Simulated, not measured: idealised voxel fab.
Process module name: voxel self aligned contacts
Cross-section cut spans 215 nm and uses square cells 5 nm in size.
We lay out every cross-section as a grid of square cells and spell it out in bands from the top down, where one band means one or more rows of cells. Band: top and bottom heights (nm) first, top before bottom; then materials from left to right, widths in nm. "all across" marks a sole material filling the band edge to edge. "empty" denotes empty space. Height reference: 0 = level under which incoming wafer is all one material. Lowest band: no bottom, runs on downward, e.g. "0..down". Quick explanation for "30 to 40": the width changes in equal steps down the rows of cells, from the first number in the band's top row to the second number in its bottom row. Basically "changes: none" means that step didn't change any cell in the cross-section. "Entrapped void list" - sealed voids, min. 8 cells, no opening to top; format: width x height at distance (distance from left edge; nm throughout). Text after the settings on a step's line: the simulator's own remark on that step. overlay nm: where the mask lay relative to plan, measured to the right, on steps with a mask; negatives go left.

Process steps - plan:
| 1 | RECEIVE [material Si] |
| 2 | CONFORMAL_DEP [material SiO2] [thk nm 5] |
| 3 | DIRECTIONAL_DEP [material polySi] [thk nm 30] |
| 4 | DIRECTIONAL_DEP [material SiN] [thk nm 15] |
| 5 | DIRECTIONAL_DEP [material aC] [thk nm 15] |
| 6 | PATTERN [tone cover] [mask id GATE] [material resist] [width nm 35] [pitch nm 60] [thk nm 30] [overlay nm 0] |
| 7 | DIRECTIONAL_ETCH [etch materials aC] [depth nm 15] |
| 8 | STRIP [etch materials resist] |
| 9 | DIRECTIONAL_ETCH [etch materials SiN] [depth nm 15] |
| 10 | DIRECTIONAL_ETCH [etch materials polySi] [depth nm 30] |
| 11 | STRIP [etch materials aC] |
| 12 | CONFORMAL_DEP [material SiN] [thk nm 5] |
| 13 | DIRECTIONAL_ETCH [etch materials SiN] [depth nm 5] |
| 14 | FILL_DEP [material SiO2] [thk nm 20] |
| 15 | CMP [height nm 60] |
| 16 | PATTERN [tone open] [mask id CONTACT] [material resist] [width nm 45] [thk nm 20] [overlay nm 0] |
| 17 | DIRECTIONAL_ETCH [etch materials SiO2] [depth nm 60] |
| 18 | STRIP [etch materials resist] |
| 19 | CONFORMAL_DEP [material TiN] [thk nm 5] |
| 20 | FILL_DEP [material W] [thk nm 5] |
| 21 | CMP [height nm 60] |
| 22 | CONFORMAL_DEP [material SiN] [thk nm 5] |

This is the cross-section of the wafer as we received it, i.e. after step 1:
> 0..down  Si all across
> Entrapped void list: none

Cross-section, first of two wafers, end of module, run as planned:
> 65..60  SiN all across
> 60..50  85 of SiO2; 5 to 20 of TiN; 35 to 5 of W; 5 to 20 of TiN; 85 of SiO2
> 50..35  55 of SiO2; 45 of SiN; 5 of TiN; 5 of W; 5 of TiN; 45 of SiN; 55 of SiO2
> 35..5  55 of SiO2; 5 of SiN; 35 of polySi; 5 of SiN; 5 of TiN; 5 of W; 5 of TiN; 5 of SiN; 35 of polySi; 5 of SiN; 55 of SiO2
> 5..0  100 of SiO2; 15 of TiN; 100 of SiO2
> 0..down  Si all across
> Entrapped void list: none

Second wafer through the module, sectioned at the end: same beginning and same plan as the first wafer, with one mistake in carrying it out:
> 65..60  SiN all across
> 60..55  85 of SiO2; 5 of TiN; 35 of W; 5 of TiN; 85 of SiO2
> 55..50  85 of SiO2; 45 of TiN; 85 of SiO2
> 50..35  TiN all across
> 35..5  polySi all across
> 5..0  SiO2 all across
> 0..down  Si all across
> Entrapped void list: none
Short version of what went wrong: step 4 did not use the planned setting and instead ran as DIRECTIONAL_DEP [material TiN] [thk nm 15]
FYI, end of process, the second wafer has more or fewer cells of some materials than the first: 78 fewer of SiN, 195 fewer of SiO2, 109 more of TiN, 10 fewer of W, 174 more of polySi
